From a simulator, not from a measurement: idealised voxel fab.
The following is a process module called voxel transistor to metal.
It is cross-section cut that appears here, measuring 295 nm in width, its square cells being 5 nm in size.
Throughout this document, each cross-section is represented as a grid of square cells and is presented as a sequence of bands enumerated from the top downward, where a band comprises one or more rows of cells. Each band's line starts with the height of the band's top and of its bottom, in nm. Then come its materials from left to right, each with its width in nm. One material with "all across" fills the band from edge to edge. "empty" is empty space. Height 0 is the level under which the wafer as received is all one material. The lowest band goes on downwards, as in "0 nm and below". The notation "30->40" denotes a width that varies across the rows of cells in the band, beginning at the first number in the top row, finishing at the second number in the bottom row, and changing by an identical amount from each row to the next. "nothing different" -> step changed no cross-section cell. The label "Cavities, closed" introduces a list of the empty spaces, 8 cells or larger, that have no open way up to the top; each entry in it reads width x height at distance, where the distance is taken from the left edge and all three are stated in nm. after a step's settings: what the simulator itself notes on the step. What "overlay nm" on a step's line means: if the step has a mask, that mask lay this far to the right of its planned place, or, when the value is negative, to the left. From here on the document is pairs. In a pair, the cross-section before one process step comes with the cross-section after it, and the latter goes no deeper than the lowest band that changed. What lies in between, the step and its settings, is written under the pair. A pair may be from a different run of this module on the same starting wafer than the pair above it, so it continues from that pair only where its entry headed "Pre-step" says so.

-- Pre-step
	0 nm and below: Si all across
	Cavities, closed: none

-- After the Step
	5 nm to 0 nm: SiO2 all across
	No changes below 0.
	Cavities, closed: none
What is the step between the two cross-sections above? op CONFORMAL_DEP | material SiO2 | thk nm 5

Pre-step: carried over from the after image of the pair right above.

-- After the Step
	15 nm to 5 nm: SiN all across
	No changes below 5.
	Cavities, closed: none
What is the step between the two cross-sections above? op CONFORMAL_DEP | material SiN | thk nm 10

Pre-step: carried over from the after image of the pair right above.

-- After the Step
	15 nm to 5 nm: 15 empty, then 115 SiN, then 30 empty, then 115 SiN, then 20 empty
	No changes below 5.
	Cavities, closed: none
What is the step between the two cross-sections above? op MASKED_ETCH | tone cover | mask id ACTIVE | width nm 115 | pitch nm 145 | etch materials SiN | depth nm 10 | overlay nm 0

Pre-step: carried over from the after image of the pair right above.

-- After the Step
	15 nm to 5 nm: 15 empty, then 115 SiN, then 30 empty, then 115 SiN, then 20 empty
	5 nm to 0 nm: 15 empty, then 115 SiO2, then 30 empty, then 115 SiO2, then 20 empty
	No changes below 0.
	Cavities, closed: none
What is the step between the two cross-sections above? op MASKED_ETCH | tone cover | mask id ACTIVE | width nm 115 | pitch nm 145 | etch materials SiO2 | depth nm 5 | overlay nm 0

Pre-step: carried over from the after image of the pair right above.

-- After the Step
	15 nm to 5 nm: 15 empty, then 115 SiN, then 30 empty, then 115 SiN, then 20 empty
	5 nm to 0 nm: 15 empty, then 115 SiO2, then 30 empty, then 115 SiO2, then 20 empty
	0 nm to -30 nm: 15 empty, then 115 Si, then 30 empty, then 115 Si, then 20 empty
	No changes below -30.
	Cavities, closed: none
What is the step between the two cross-sections above? op MASKED_ETCH | tone cover | mask id ACTIVE | width nm 115 | pitch nm 145 | etch materials Si | depth nm 30 | overlay nm 0

Pre-step: carried over from the after image of the pair right above.

-- After the Step
	15 nm to 5 nm: 15 empty, then 115 SiN, then 30 empty, then 115 SiN, then 20 empty
	5 nm to 0 nm: 15 empty, then 115 SiO2, then 30 empty, then 115 SiO2, then 20 empty
	0 nm to -30 nm: 15 empty, then 5 SiO2, then 105 Si, then 5 SiO2, then 30 empty, then 5 SiO2, then 105 Si, then 5 SiO2, then 20 empty
	-30 nm to -35 nm: 20 SiO2, then 105 Si, then 40 SiO2, then 105 Si, then 25 SiO2
	No changes below -35.
	Cavities, closed: none
What is the step between the two cross-sections above? op OXIDIZE | depth nm 5

Pre-step: carried over from the after image of the pair right above.

-- After the Step
	20 nm to 15 nm: SiO2 all across
	15 nm to 5 nm: 15 SiO2, then 115 SiN, then 30 SiO2, then 115 SiN, then 20 SiO2
	5 nm to 0 nm: SiO2 all across
	0 nm to -35 nm: 20 SiO2, then 105 Si, then 40 SiO2, then 105 Si, then 25 SiO2
	No changes below -35.
	Cavities, closed: none
What is the step between the two cross-sections above? op FILL_DEP | material SiO2 | thk nm 5

Pre-step: carried over from the after image of the pair right above.

-- After the Step
	15 nm to 5 nm: 15 SiO2, then 115 SiN, then 30 SiO2, then 115 SiN, then 20 SiO2
	No changes below 5.
	Cavities, closed: none
What is the step between the two cross-sections above? op CMP | height nm 15

Pre-step: carried over from the after image of the pair right above.

-- After the Step
	15 nm to 5 nm: 15 empty, then 115 SiN, then 30 empty, then 115 SiN, then 20 empty
	No changes below 5.
	Cavities, closed: none
What is the step between the two cross-sections above? op SELECTIVE_ETCH | etch materials SiO2 | depth nm 10

Pre-step: carried over from the after image of the pair right above.

-- After the Step
	5 nm to 0 nm: SiO2 all across
	No changes below 0.
	Cavities, closed: none
What is the step between the two cross-sections above? op STRIP | etch materials SiN

Pre-step: carried over from the after image of the pair right above.

-- After the Step
	0 nm to -35 nm: 20 SiO2, then 105 Si, then 40 SiO2, then 105 Si, then 25 SiO2
	No changes below -35.
	Cavities, closed: none
What is the step between the two cross-sections above? op SELECTIVE_ETCH | etch materials SiO2 | depth nm 5

Pre-step: carried over from the after image of the pair right above.

-- After the Step
	0 nm to -5 nm: SiO2 all across
	No changes below -5.
	Cavities, closed: none
What is the step between the two cross-sections above? op OXIDIZE | depth nm 5

Pre-step: carried over from the after image of the pair right above.

-- After the Step
	25 nm to 0 nm: polySi all across
	No changes below 0.
	Cavities, closed: none
What is the step between the two cross-sections above? op DIRECTIONAL_DEP | material polySi | thk nm 25

Pre-step: carried over from the after image of the pair right above.

-- After the Step
	40 nm to 25 nm: SiCN all across
	No changes below 25.
	Cavities, closed: none
What is the step between the two cross-sections above? op DIRECTIONAL_DEP | material SiCN | thk nm 15

Pre-step: carried over from the after image of the pair right above.

-- After the Step
	55 nm to 40 nm: 55 empty, then 35 resist, then 110 empty, then 35 resist, then 60 empty
	No changes below 40.
	Cavities, closed: none
What is the step between the two cross-sections above? op PATTERN | tone cover | mask id GATE | material resist | width nm 35 | pitch nm 145 | thk nm 15 | overlay nm 0

Pre-step: carried over from the after image of the pair right above.

-- After the Step
	55 nm to 40 nm: 55 empty, then 35 resist, then 110 empty, then 35 resist, then 60 empty
	40 nm to 25 nm: 55 empty, then 35 SiCN, then 110 empty, then 35 SiCN, then 60 empty
	No changes below 25.
	Cavities, closed: none
What is the step between the two cross-sections above? op DIRECTIONAL_ETCH | etch materials SiCN | depth nm 25

Pre-step: carried over from the after image of the pair right above.

-- After the Step
	55 nm to 40 nm: 55 empty, then 35 resist, then 110 empty, then 35 resist, then 60 empty
	40 nm to 25 nm: 55 empty, then 35 SiCN, then 110 empty, then 35 SiCN, then 60 empty
	25 nm to 0 nm: 55 empty, then 35 polySi, then 110 empty, then 35 polySi, then 60 empty
	No changes below 0.
	Cavities, closed: none
What is the step between the two cross-sections above? op DIRECTIONAL_ETCH | etch materials polySi | depth nm 35

Pre-step: carried over from the after image of the pair right above.

-- After the Step
	40 nm to 25 nm: 55 empty, then 35 SiCN, then 110 empty, then 35 SiCN, then 60 empty
	No changes below 25.
	Cavities, closed: none
What is the step between the two cross-sections above? op STRIP | etch materials resist

Pre-step: carried over from the after image of the pair right above.

-- After the Step
	45 nm to 40 nm: 50 empty, then 45 SiO2, then 100 empty, then 45 SiO2, then 55 empty
	40 nm to 25 nm: 50 empty, then 5 SiO2, then 35 SiCN, then 5 SiO2, then 100 empty, then 5 SiO2, then 35 SiCN, then 5 SiO2, then 55 empty
	25 nm to 5 nm: 50 empty, then 5 SiO2, then 35 polySi, then 5 SiO2, then 100 empty, then 5 SiO2, then 35 polySi, then 5 SiO2, then 55 empty
	5 nm to 0 nm: 55 SiO2, then 35 polySi, then 110 SiO2, then 35 polySi, then 60 SiO2
	No changes below 0.
	Cavities, closed: none
What is the step between the two cross-sections above? op CONFORMAL_DEP | material SiO2 | thk nm 5

Pre-step: carried over from the after image of the pair right above.

-- After the Step
	40 nm to 25 nm: 50 empty, then 5 SiO2, then 35 SiCN, then 5 SiO2, then 100 empty, then 5 SiO2, then 35 SiCN, then 5 SiO2, then 55 empty
	25 nm to 0 nm: 50 empty, then 5 SiO2, then 35 polySi, then 5 SiO2, then 100 empty, then 5 SiO2, then 35 polySi, then 5 SiO2, then 55 empty
	No changes below 0.
	Cavities, closed: none
What is the step between the two cross-sections above? op DIRECTIONAL_ETCH | etch materials SiO2 | depth nm 5

Pre-step: carried over from the after image of the pair right above.

-- After the Step
	45 nm to 40 nm: 45 empty, then 55 SiN, then 90 empty, then 55 SiN, then 50 empty
	40 nm to 25 nm: 45 empty, then 5 SiN, then 5 SiO2, then 35 SiCN, then 5 SiO2, then 5 SiN, then 90 empty, then 5 SiN, then 5 SiO2, then 35 SiCN, then 5 SiO2, then 5 SiN, then 50 empty
	25 nm to 5 nm: 45 empty, then 5 SiN, then 5 SiO2, then 35 polySi, then 5 SiO2, then 5 SiN, then 90 empty, then 5 SiN, then 5 SiO2, then 35 polySi, then 5 SiO2, then 5 SiN, then 50 empty
	5 nm to 0 nm: 50 SiN, then 5 SiO2, then 35 polySi, then 5 SiO2, then 100 SiN, then 5 SiO2, then 35 polySi, then 5 SiO2, then 55 SiN
	No changes below 0.
	Cavities, closed: none
What is the step between the two cross-sections above? op CONFORMAL_DEP | material SiN | thk nm 5

Pre-step: carried over from the after image of the pair right above.

-- After the Step
	40 nm to 25 nm: 45 empty, then 5 SiN, then 5 SiO2, then 35 SiCN, then 5 SiO2, then 5 SiN, then 90 empty, then 5 SiN, then 5 SiO2, then 35 SiCN, then 5 SiO2, then 5 SiN, then 50 empty
	25 nm to 0 nm: 45 empty, then 5 SiN, then 5 SiO2, then 35 polySi, then 5 SiO2, then 5 SiN, then 90 empty, then 5 SiN, then 5 SiO2, then 35 polySi, then 5 SiO2, then 5 SiN, then 50 empty
	No changes below 0.
	Cavities, closed: none
What is the step between the two cross-sections above? op DIRECTIONAL_ETCH | etch materials SiN | depth nm 5

Pre-step: carried over from the after image of the pair right above.

-- After the Step
	40 nm to 35 nm: 45 empty, then 5 SiN, then 5 empty, then 35 SiCN, then 5 empty, then 5 SiN, then 90 empty, then 5 SiN, then 5 empty, then 35 SiCN, then 5 empty, then 5 SiN, then 50 empty
	35 nm to 25 nm: 45 empty, then 5 SiN, then 5 SiO2, then 35 SiCN, then 5 SiO2, then 5 SiN, then 90 empty, then 5 SiN, then 5 SiO2, then 35 SiCN, then 5 SiO2, then 5 SiN, then 50 empty
	25 nm to 0 nm: 45 empty, then 5 SiN, then 5 SiO2, then 35 polySi, then 5 SiO2, then 5 SiN, then 90 empty, then 5 SiN, then 5 SiO2, then 35 polySi, then 5 SiO2, then 5 SiN, then 50 empty
	0 nm to -5 nm: 45 empty, then 55 SiO2, then 90 empty, then 55 SiO2, then 50 empty
	No changes below -5.
	Cavities, closed: none
What is the step between the two cross-sections above? op DIRECTIONAL_ETCH | etch materials SiO2 | depth nm 5

Pre-step: carried over from the after image of the pair right above.

-- After the Step
	40 nm to 35 nm: 45 empty, then 5 SiN, then 5 empty, then 35 SiCN, then 5 empty, then 5 SiN, then 90 empty, then 5 SiN, then 5 empty, then 35 SiCN, then 5 empty, then 5 SiN, then 50 empty
	35 nm to 25 nm: 45 empty, then 5 SiN, then 5 SiO2, then 35 SiCN, then 5 SiO2, then 5 SiN, then 90 empty, then 5 SiN, then 5 SiO2, then 35 SiCN, then 5 SiO2, then 5 SiN, then 50 empty
	25 nm to 0 nm: 45 empty, then 5 SiN, then 5 SiO2, then 35 polySi, then 5 SiO2, then 5 SiN, then 90 empty, then 5 SiN, then 5 SiO2, then 35 polySi, then 5 SiO2, then 5 SiN, then 50 empty
	0 nm to -5 nm: 15 empty, then 30 pSi, then 55 SiO2, then 30 pSi, then 30 empty, then 30 pSi, then 55 SiO2, then 30 pSi, then 20 empty
	No changes below -5.
	Cavities, closed: none
What is the step between the two cross-sections above? op EPI | material pSi | thk nm 5

Pre-step: carried over from the after image of the pair right above.

-- After the Step
	50 nm to 40 nm: SiO2 all across
	40 nm to 25 nm: 45 SiO2, then 5 SiN, then 5 SiO2, then 35 SiCN, then 5 SiO2, then 5 SiN, then 90 SiO2, then 5 SiN, then 5 SiO2, then 35 SiCN, then 5 SiO2, then 5 SiN, then 50 SiO2
	25 nm to 0 nm: 45 SiO2, then 5 SiN, then 5 SiO2, then 35 polySi, then 5 SiO2, then 5 SiN, then 90 SiO2, then 5 SiN, then 5 SiO2, then 35 polySi, then 5 SiO2, then 5 SiN, then 50 SiO2
	0 nm to -5 nm: 15 SiO2, then 30 pSi, then 55 SiO2, then 30 pSi, then 30 SiO2, then 30 pSi, then 55 SiO2, then 30 pSi, then 20 SiO2
	No changes below -5.
	Cavities, closed: none
What is the step between the two cross-sections above? op FILL_DEP | material SiO2 | thk nm 10

Pre-step: carried over from the after image of the pair right above.

-- After the Step
	25 nm to 0 nm: 45 SiO2, then 5 SiN, then 5 SiO2, then 35 polySi, then 5 SiO2, then 5 SiN, then 90 SiO2, then 5 SiN, then 5 SiO2, then 35 polySi, then 5 SiO2, then 5 SiN, then 50 SiO2
	No changes below 0.
	Cavities, closed: none
What is the step between the two cross-sections above? op CMP | height nm 25

Pre-step: carried over from the after image of the pair right above.

-- After the Step
	25 nm to 0 nm: 45 SiO2, then 5 SiN, then 5 SiO2, then 35 empty, then 5 SiO2, then 5 SiN, then 90 SiO2, then 5 SiN, then 5 SiO2, then 35 empty, then 5 SiO2, then 5 SiN, then 50 SiO2
	No changes below 0.
	Cavities, closed: none
What is the step between the two cross-sections above? op STRIP | etch materials polySi

Pre-step: carried over from the after image of the pair right above.

-- After the Step
	25 nm to 20 nm: 45 empty, then 5 SiN, then 45 empty, then 5 SiN, then 90 empty, then 5 SiN, then 45 empty, then 5 SiN, then 50 empty
	20 nm to 0 nm: 45 SiO2, then 5 SiN, then 45 empty, then 5 SiN, then 90 SiO2, then 5 SiN, then 45 empty, then 5 SiN, then 50 SiO2
	0 nm to -5 nm: 15 SiO2, then 30 pSi, then 5 SiO2, then 45 empty, then 5 SiO2, then 30 pSi, then 30 SiO2, then 30 pSi, then 5 SiO2, then 45 empty, then 5 SiO2, then 30 pSi, then 20 SiO2
	No changes below -5.
	Cavities, closed: none
What is the step between the two cross-sections above? op SELECTIVE_ETCH | etch materials SiO2 | depth nm 5

Pre-step: carried over from the after image of the pair right above.

-- After the Step
	30 nm to 25 nm: 40 empty, then 15 HfO2, then 35 empty, then 15 HfO2, then 80 empty, then 15 HfO2, then 35 empty, then 15 HfO2, then 45 empty
	25 nm to 20 nm: 45 HfO2, then 5 SiN, then 5 HfO2, then 35 empty, then 5 HfO2, then 5 SiN, then 90 HfO2, then 5 SiN, then 5 HfO2, then 35 empty, then 5 HfO2, then 5 SiN, then 50 HfO2
	20 nm to 0 nm: 45 SiO2, then 5 SiN, then 5 HfO2, then 35 empty, then 5 HfO2, then 5 SiN, then 90 SiO2, then 5 SiN, then 5 HfO2, then 35 empty, then 5 HfO2, then 5 SiN, then 50 SiO2
	0 nm to -5 nm: 15 SiO2, then 30 pSi, then 5 SiO2, then 45 HfO2, then 5 SiO2, then 30 pSi, then 30 SiO2, then 30 pSi, then 5 SiO2, then 45 HfO2, then 5 SiO2, then 30 pSi, then 20 SiO2
	No changes below -5.
	Cavities, closed: none
What is the step between the two cross-sections above? op CONFORMAL_DEP | material HfO2 | thk nm 5

Pre-step: carried over from the after image of the pair right above.

-- After the Step
	35 nm to 30 nm: 35 empty, then 25 TiN, then 25 empty, then 25 TiN, then 70 empty, then 25 TiN, then 25 empty, then 25 TiN, then 40 empty
	30 nm to 25 nm: 40 TiN, then 15 HfO2, then 5 TiN, then 25 empty, then 5 TiN, then 15 HfO2, then 80 TiN, then 15 HfO2, then 5 TiN, then 25 empty, then 5 TiN, then 15 HfO2, then 45 TiN
	25 nm to 20 nm: 45 HfO2, then 5 SiN, then 5 HfO2, then 5 TiN, then 25 empty, then 5 TiN, then 5 HfO2, then 5 SiN, then 90 HfO2, then 5 SiN, then 5 HfO2, then 5 TiN, then 25 empty, then 5 TiN, then 5 HfO2, then 5 SiN, then 50 HfO2
	20 nm to 5 nm: 45 SiO2, then 5 SiN, then 5 HfO2, then 5 TiN, then 25 empty, then 5 TiN, then 5 HfO2, then 5 SiN, then 90 SiO2, then 5 SiN, then 5 HfO2, then 5 TiN, then 25 empty, then 5 TiN, then 5 HfO2, then 5 SiN, then 50 SiO2
	5 nm to 0 nm: 45 SiO2, then 5 SiN, then 5 HfO2, then 35 TiN, then 5 HfO2, then 5 SiN, then 90 SiO2, then 5 SiN, then 5 HfO2, then 35 TiN, then 5 HfO2, then 5 SiN, then 50 SiO2
	No changes below 0.
	Cavities, closed: none
What is the step between the two cross-sections above? op CONFORMAL_DEP | material TiN | thk nm 5

Pre-step: carried over from the after image of the pair right above.

-- After the Step
	45 nm to 35 nm: W all across
	35 nm to 30 nm: 35 W, then 25 TiN, then 25 W, then 25 TiN, then 70 W, then 25 TiN, then 25 W, then 25 TiN, then 40 W
	30 nm to 25 nm: 40 TiN, then 15 HfO2, then 5 TiN, then 25 W, then 5 TiN, then 15 HfO2, then 80 TiN, then 15 HfO2, then 5 TiN, then 25 W, then 5 TiN, then 15 HfO2, then 45 TiN
	25 nm to 20 nm: 45 HfO2, then 5 SiN, then 5 HfO2, then 5 TiN, then 25 W, then 5 TiN, then 5 HfO2, then 5 SiN, then 90 HfO2, then 5 SiN, then 5 HfO2, then 5 TiN, then 25 W, then 5 TiN, then 5 HfO2, then 5 SiN, then 50 HfO2
	20 nm to 5 nm: 45 SiO2, then 5 SiN, then 5 HfO2, then 5 TiN, then 25 W, then 5 TiN, then 5 HfO2, then 5 SiN, then 90 SiO2, then 5 SiN, then 5 HfO2, then 5 TiN, then 25 W, then 5 TiN, then 5 HfO2, then 5 SiN, then 50 SiO2
	No changes below 5.
	Cavities, closed: none
What is the step between the two cross-sections above? op FILL_DEP | material W | thk nm 10

Pre-step: carried over from the after image of the pair right above.

-- After the Step
	20 nm to 5 nm: 45 SiO2, then 5 SiN, then 5 HfO2, then 5 TiN, then 25 W, then 5 TiN, then 5 HfO2, then 5 SiN, then 90 SiO2, then 5 SiN, then 5 HfO2, then 5 TiN, then 25 W, then 5 TiN, then 5 HfO2, then 5 SiN, then 50 SiO2
	No changes below 5.
	Cavities, closed: none
What is the step between the two cross-sections above? op CMP | height nm 20

Pre-step: carried over from the after image of the pair right above.

-- After the Step
	35 nm to 20 nm: SiO2 all across
	No changes below 20.
	Cavities, closed: none
What is the step between the two cross-sections above? op DIRECTIONAL_DEP | material SiO2 | thk nm 15

Pre-step: carried over from the after image of the pair right above.

-- After the Step
	50 nm to 35 nm: 20 resist, then 15 empty, then 75 resist, then 15 empty, then 40 resist, then 15 empty, then 75 resist, then 15 empty, then 25 resist
	No changes below 35.
	Cavities, closed: none
What is the step between the two cross-sections above? op PATTERN | tone open | mask id CONTACT | material resist | width nm 15 | thk nm 15 | overlay nm 0

Pre-step: carried over from the after image of the pair right above.

-- After the Step
	50 nm to 35 nm: 20 resist, then 15 empty, then 75 resist, then 15 empty, then 40 resist, then 15 empty, then 75 resist, then 15 empty, then 25 resist
	35 nm to 20 nm: 20 SiO2, then 15 empty, then 75 SiO2, then 15 empty, then 40 SiO2, then 15 empty, then 75 SiO2, then 15 empty, then 25 SiO2
	20 nm to 5 nm: 20 SiO2, then 15 empty, then 10 SiO2, then 5 SiN, then 5 HfO2, then 5 TiN, then 25 W, then 5 TiN, then 5 HfO2, then 5 SiN, then 10 SiO2, then 15 empty, then 40 SiO2, then 15 empty, then 10 SiO2, then 5 SiN, then 5 HfO2, then 5 TiN, then 25 W, then 5 TiN, then 5 HfO2, then 5 SiN, then 10 SiO2, then 15 empty, then 25 SiO2
	5 nm to 0 nm: 20 SiO2, then 15 empty, then 10 SiO2, then 5 SiN, then 5 HfO2, then 35 TiN, then 5 HfO2, then 5 SiN, then 10 SiO2, then 15 empty, then 40 SiO2, then 15 empty, then 10 SiO2, then 5 SiN, then 5 HfO2, then 35 TiN, then 5 HfO2, then 5 SiN, then 10 SiO2, then 15 empty, then 25 SiO2
	No changes below 0.
	Cavities, closed: none
What is the step between the two cross-sections above? op DIRECTIONAL_ETCH | etch materials SiO2 | depth nm 35

Pre-step: carried over from the after image of the pair right above.

-- After the Step
	35 nm to 20 nm: 20 SiO2, then 15 empty, then 75 SiO2, then 15 empty, then 40 SiO2, then 15 empty, then 75 SiO2, then 15 empty, then 25 SiO2
	No changes below 20.
	Cavities, closed: none
What is the step between the two cross-sections above? op STRIP | etch materials resist

Pre-step: carried over from the after image of the pair right above.

-- After the Step
	40 nm to 35 nm: 25 TiN, then 5 empty, then 85 TiN, then 5 empty, then 50 TiN, then 5 empty, then 85 TiN, then 5 empty, then 30 TiN
	35 nm to 20 nm: 20 SiO2, then 5 TiN, then 5 empty, then 5 TiN, then 75 SiO2, then 5 TiN, then 5 empty, then 5 TiN, then 40 SiO2, then 5 TiN, then 5 empty, then 5 TiN, then 75 SiO2, then 5 TiN, then 5 empty, then 5 TiN, then 25 SiO2
	20 nm to 5 nm: 20 SiO2, then 5 TiN, then 5 empty, then 5 TiN, then 10 SiO2, then 5 SiN, then 5 HfO2, then 5 TiN, then 25 W, then 5 TiN, then 5 HfO2, then 5 SiN, then 10 SiO2, then 5 TiN, then 5 empty, then 5 TiN, then 40 SiO2, then 5 TiN, then 5 empty, then 5 TiN, then 10 SiO2, then 5 SiN, then 5 HfO2, then 5 TiN, then 25 W, then 5 TiN, then 5 HfO2, then 5 SiN, then 10 SiO2, then 5 TiN, then 5 empty, then 5 TiN, then 25 SiO2
	5 nm to 0 nm: 20 SiO2, then 15 TiN, then 10 SiO2, then 5 SiN, then 5 HfO2, then 35 TiN, then 5 HfO2, then 5 SiN, then 10 SiO2, then 15 TiN, then 40 SiO2, then 15 TiN, then 10 SiO2, then 5 SiN, then 5 HfO2, then 35 TiN, then 5 HfO2, then 5 SiN, then 10 SiO2, then 15 TiN, then 25 SiO2
	No changes below 0.
	Cavities, closed: none
What is the step between the two cross-sections above? op CONFORMAL_DEP | material TiN | thk nm 5

Pre-step: carried over from the after image of the pair right above.

-- After the Step
	45 nm to 40 nm: W all across
	40 nm to 35 nm: 25 TiN, then 5 W, then 85 TiN, then 5 W, then 50 TiN, then 5 W, then 85 TiN, then 5 W, then 30 TiN
	35 nm to 20 nm: 20 SiO2, then 5 TiN, then 5 W, then 5 TiN, then 75 SiO2, then 5 TiN, then 5 W, then 5 TiN, then 40 SiO2, then 5 TiN, then 5 W, then 5 TiN, then 75 SiO2, then 5 TiN, then 5 W, then 5 TiN, then 25 SiO2
	20 nm to 5 nm: 20 SiO2, then 5 TiN, then 5 W, then 5 TiN, then 10 SiO2, then 5 SiN, then 5 HfO2, then 5 TiN, then 25 W, then 5 TiN, then 5 HfO2, then 5 SiN, then 10 SiO2, then 5 TiN, then 5 W, then 5 TiN, then 40 SiO2, then 5 TiN, then 5 W, then 5 TiN, then 10 SiO2, then 5 SiN, then 5 HfO2, then 5 TiN, then 25 W, then 5 TiN, then 5 HfO2, then 5 SiN, then 10 SiO2, then 5 TiN, then 5 W, then 5 TiN, then 25 SiO2
	No changes below 5.
	Cavities, closed: none
What is the step between the two cross-sections above? op FILL_DEP | material W | thk nm 5

Pre-step: carried over from the after image of the pair right above.

-- After the Step
	35 nm to 20 nm: 20 SiO2, then 5 TiN, then 5 W, then 5 TiN, then 75 SiO2, then 5 TiN, then 5 W, then 5 TiN, then 40 SiO2, then 5 TiN, then 5 W, then 5 TiN, then 75 SiO2, then 5 TiN, then 5 W, then 5 TiN, then 25 SiO2
	No changes below 20.
	Cavities, closed: none
What is the step between the two cross-sections above? op CMP | height nm 35

Pre-step: carried over from the after image of the pair right above.

-- After the Step
	40 nm to 35 nm: SiN all across
	No changes below 35.
	Cavities, closed: none
What is the step between the two cross-sections above? op CONFORMAL_DEP | material SiN | thk nm 5

Pre-step: carried over from the after image of the pair right above.

-- After the Step
	55 nm to 40 nm: lowk all across
	No changes below 40.
	Cavities, closed: none
What is the step between the two cross-sections above? op DIRECTIONAL_DEP | material lowk | thk nm 15

Pre-step: carried over from the after image of the pair right above.

-- After the Step
	55 nm to 40 nm: 20 lowk, then 15 empty, then 75 lowk, then 15 empty, then 40 lowk, then 15 empty, then 75 lowk, then 15 empty, then 25 lowk
	No changes below 40.
	Cavities, closed: none
What is the step between the two cross-sections above? op MASKED_ETCH | tone open | mask id METAL_1 | width nm 15 | etch materials lowk | depth nm 15 | overlay nm 0

Pre-step: carried over from the after image of the pair right above.

-- After the Step
	55 nm to 40 nm: 20 lowk, then 15 empty, then 75 lowk, then 15 empty, then 40 lowk, then 15 empty, then 75 lowk, then 15 empty, then 25 lowk
	40 nm to 35 nm: 20 SiN, then 15 empty, then 75 SiN, then 15 empty, then 40 SiN, then 15 empty, then 75 SiN, then 15 empty, then 25 SiN
	No changes below 35.
	Cavities, closed: none
What is the step between the two cross-sections above? op MASKED_ETCH | tone open | mask id METAL_1 | width nm 15 | etch materials SiN | depth nm 5 | overlay nm 0

Pre-step: carried over from the after image of the pair right above.

-- After the Step
	60 nm to 55 nm: 25 TiN, then 5 empty, then 85 TiN, then 5 empty, then 50 TiN, then 5 empty, then 85 TiN, then 5 empty, then 30 TiN
	55 nm to 40 nm: 20 lowk, then 5 TiN, then 5 empty, then 5 TiN, then 75 lowk, then 5 TiN, then 5 empty, then 5 TiN, then 40 lowk, then 5 TiN, then 5 empty, then 5 TiN, then 75 lowk, then 5 TiN, then 5 empty, then 5 TiN, then 25 lowk
	40 nm to 35 nm: 20 SiN, then 15 TiN, then 75 SiN, then 15 TiN, then 40 SiN, then 15 TiN, then 75 SiN, then 15 TiN, then 25 SiN
	No changes below 35.
	Cavities, closed: none
What is the step between the two cross-sections above? op CONFORMAL_DEP | material TiN | thk nm 5

Pre-step: carried over from the after image of the pair right above.

-- After the Step
	65 nm to 60 nm: Ru all across
	60 nm to 55 nm: 25 TiN, then 5 Ru, then 85 TiN, then 5 Ru, then 50 TiN, then 5 Ru, then 85 TiN, then 5 Ru, then 30 TiN
	55 nm to 40 nm: 20 lowk, then 5 TiN, then 5 Ru, then 5 TiN, then 75 lowk, then 5 TiN, then 5 Ru, then 5 TiN, then 40 lowk, then 5 TiN, then 5 Ru, then 5 TiN, then 75 lowk, then 5 TiN, then 5 Ru, then 5 TiN, then 25 lowk
	No changes below 40.
	Cavities, closed: none
What is the step between the two cross-sections above? op FILL_DEP | material Ru | thk nm 5

Pre-step: carried over from the after image of the pair right above.

-- After the Step
	55 nm to 40 nm: 20 lowk, then 5 TiN, then 5 Ru, then 5 TiN, then 75 lowk, then 5 TiN, then 5 Ru, then 5 TiN, then 40 lowk, then 5 TiN, then 5 Ru, then 5 TiN, then 75 lowk, then 5 TiN, then 5 Ru, then 5 TiN, then 25 lowk
	No changes below 40.
	Cavities, closed: none
What is the step between the two cross-sections above? op CMP | height nm 55

Pre-step: carried over from the after image of the pair right above.

-- After the Step
	60 nm to 55 nm: 15 empty, then 25 Ru, then 65 empty, then 25 Ru, then 30 empty, then 25 Ru, then 65 empty, then 25 Ru, then 20 empty
	No changes below 55.
	Cavities, closed: none
What is the step between the two cross-sections above? op EPI | material Ru | thk nm 5

Pre-step: carried over from the after image of the pair right above.

-- After the Step
	65 nm to 60 nm: SiCN all across
	60 nm to 55 nm: 15 SiCN, then 25 Ru, then 65 SiCN, then 25 Ru, then 30 SiCN, then 25 Ru, then 65 SiCN, then 25 Ru, then 20 SiCN
	No changes below 55.
	Cavities, closed: none
What is the step between the two cross-sections above? op FILL_DEP | material SiCN | thk nm 5

Pre-step: carried over from the after image of the pair right above.

-- After the Step
	100 nm to 65 nm: SiO2 all across
	No changes below 65.
	Cavities, closed: none
What is the step between the two cross-sections above? op DIRECTIONAL_DEP | material SiO2 | thk nm 35

Pre-step: carried over from the after image of the pair right above.

-- After the Step
	100 nm to 80 nm: 20 SiO2, then 15 empty, then 130 SiO2, then 15 empty, then 115 SiO2
	No changes below 80.
	Cavities, closed: none
What is the step between the two cross-sections above? op MASKED_ETCH | tone open | mask id METAL_2 | width nm 15 | pitch nm 145 | etch materials SiO2 | depth nm 20 | overlay nm 0

Pre-step: carried over from the after image of the pair right above.

-- After the Step
	115 nm to 100 nm: 20 resist, then 15 empty, then 130 resist, then 15 empty, then 115 resist
	No changes below 100.
	Cavities, closed: none
What is the step between the two cross-sections above? op PATTERN | tone open | mask id METAL_2_HOLES | material resist | width nm 15 | pitch nm 145 | thk nm 15 | overlay nm 0

Pre-step: carried over from the after image of the pair right above.

-- After the Step
	115 nm to 100 nm: 20 resist, then 15 empty, then 130 resist, then 15 empty, then 115 resist
	100 nm to 65 nm: 20 SiO2, then 15 empty, then 130 SiO2, then 15 empty, then 115 SiO2
	No changes below 65.
	Cavities, closed: none
What is the step between the two cross-sections above? op DIRECTIONAL_ETCH | etch materials SiO2 | depth nm 15

Pre-step: carried over from the after image of the pair right above.

-- After the Step
	115 nm to 100 nm: 20 resist, then 15 empty, then 130 resist, then 15 empty, then 115 resist
	100 nm to 65 nm: 20 SiO2, then 15 empty, then 130 SiO2, then 15 empty, then 115 SiO2
	65 nm to 60 nm: 20 SiCN, then 15 empty, then 130 SiCN, then 15 empty, then 115 SiCN
	No changes below 60.
	Cavities, closed: none
What is the step between the two cross-sections above? op DIRECTIONAL_ETCH | etch materials SiCN | depth nm 5

Pre-step: carried over from the after image of the pair right above.

-- After the Step
	100 nm to 65 nm: 20 SiO2, then 15 empty, then 130 SiO2, then 15 empty, then 115 SiO2
	No changes below 65.
	Cavities, closed: none
What is the step between the two cross-sections above? op STRIP | etch materials resist

Pre-step: carried over from the after image of the pair right above.

-- After the Step
	105 nm to 100 nm: 25 TiN, then 5 empty, then 140 TiN, then 5 empty, then 120 TiN
	100 nm to 65 nm: 20 SiO2, then 5 TiN, then 5 empty, then 5 TiN, then 130 SiO2, then 5 TiN, then 5 empty, then 5 TiN, then 115 SiO2
	65 nm to 60 nm: 20 SiCN, then 15 TiN, then 130 SiCN, then 15 TiN, then 115 SiCN
	No changes below 60.
	Cavities, closed: none
What is the step between the two cross-sections above? op CONFORMAL_DEP | material TiN | thk nm 5
